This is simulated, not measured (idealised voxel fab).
Name of the process module below: voxel self aligned contacts
The figure presents cross-section cut, which has a width of 205 nm and is divided into square cells with an edge length of 5 nm.
A cross-section in this document is a grid of square cells, and it is written down as bands, the top band listed before the ones below it; a band is made up of one or more rows of cells.
Look at the band entry: it leads with the top's height and the bottom's height in nm. Then it lists the materials left to right, with a width in nm for each. The word "everywhere" on a single material says that material fills the band edge to edge. The word "air" is empty space.
Basically, 0 is our baseline, since under it the wafer straight out of the box is all one material. The bottom band has no lower end and keeps on going down, so it looks like "from 0 down".
So if you see something like "30->40" for the width, read it as the top row of the band sitting at the first number and the bottom row at the second, with every row in between moving by the same amount as the last.
A step reported as "stayed the same" is a step in which no cell of the cross-section changed.
"Sealed internal voids" contains a list of empty spaces, each no smaller than 8 cells and without an open way to the top, written in the form width x height at distance with the distance from the left edge and all three in nm.
Anything after a step's settings on that line? It's the simulator's own note about the step.
Among the settings permitted on a step's line is "overlay nm"; applied to a step with a mask, it specifies the extent to which the mask lay to the right of its planned position, whereas a negative figure signifies a position to the left.

## Process steps - plan
1: RECEIVE with material Si
2: OXIDIZE with depth nm 5
3: DIRECTIONAL_DEP with material polySi, thk nm 20
4: DIRECTIONAL_DEP with material SiN, thk nm 20
5: PATTERN with tone cover, mask id GATE, material resist, width nm 35, pitch nm 65, thk nm 20, overlay nm 0
6: DIRECTIONAL_ETCH with etch materials SiN, depth nm 20
7: DIRECTIONAL_ETCH with etch materials polySi, depth nm 20
8: STRIP with etch materials resist
9: CONFORMAL_DEP with material SiN, thk nm 5
10: DIRECTIONAL_ETCH with etch materials SiN, depth nm 5
11: FILL_DEP with material SiO2, thk nm 15
12: CMP with height nm 50
13: PATTERN with tone open, mask id CONTACT, material resist, width nm 40, pitch nm 65, thk nm 15, overlay nm 0
14: DIRECTIONAL_ETCH with etch materials SiO2, depth nm 55
15: STRIP with etch materials resist
16: CONFORMAL_DEP with material TiN, thk nm 5
17: FILL_DEP with material W, thk nm 5
18: CMP with height nm 50
19: CONFORMAL_DEP with material SiN, thk nm 5

## This is the cross-section of the wafer as we received it, i.e. after step 1
from 0 down = Si everywhere
Sealed internal voids: none

## What the wafer looks like in cross-section after this module, when it starts as shown above and follows the plan above but one mistake is made in running it
from 55 to 50 = SiN everywhere
from 50 to 40 = 15 SiO2 | 45 SiN | 5 TiN | 10 W | 5 TiN | 45 SiN | 5 TiN | 10 W | 5 TiN | 45 SiN | 15 SiO2
from 40 to 25 = 15 SiO2 | 5 SiN | 35 polySi | 5 SiN | 5 TiN | 10 W | 5 TiN | 5 SiN | 35 polySi | 5 SiN | 5 TiN | 10 W | 5 TiN | 5 SiN | 35 polySi | 5 SiN | 15 SiO2
from 25 to 20 = 15 SiO2 | 5 SiN | 35 polySi | 5 SiN | 20 TiN | 5 SiN | 35 polySi | 5 SiN | 20 TiN | 5 SiN | 35 polySi | 5 SiN | 15 SiO2
from 20 to 0 = polySi everywhere
from 0 to -5 = SiO2 everywhere
from -5 down = Si everywhere
Sealed internal voids: none
What was done differently from what was planned? plan step 3 was twice executed
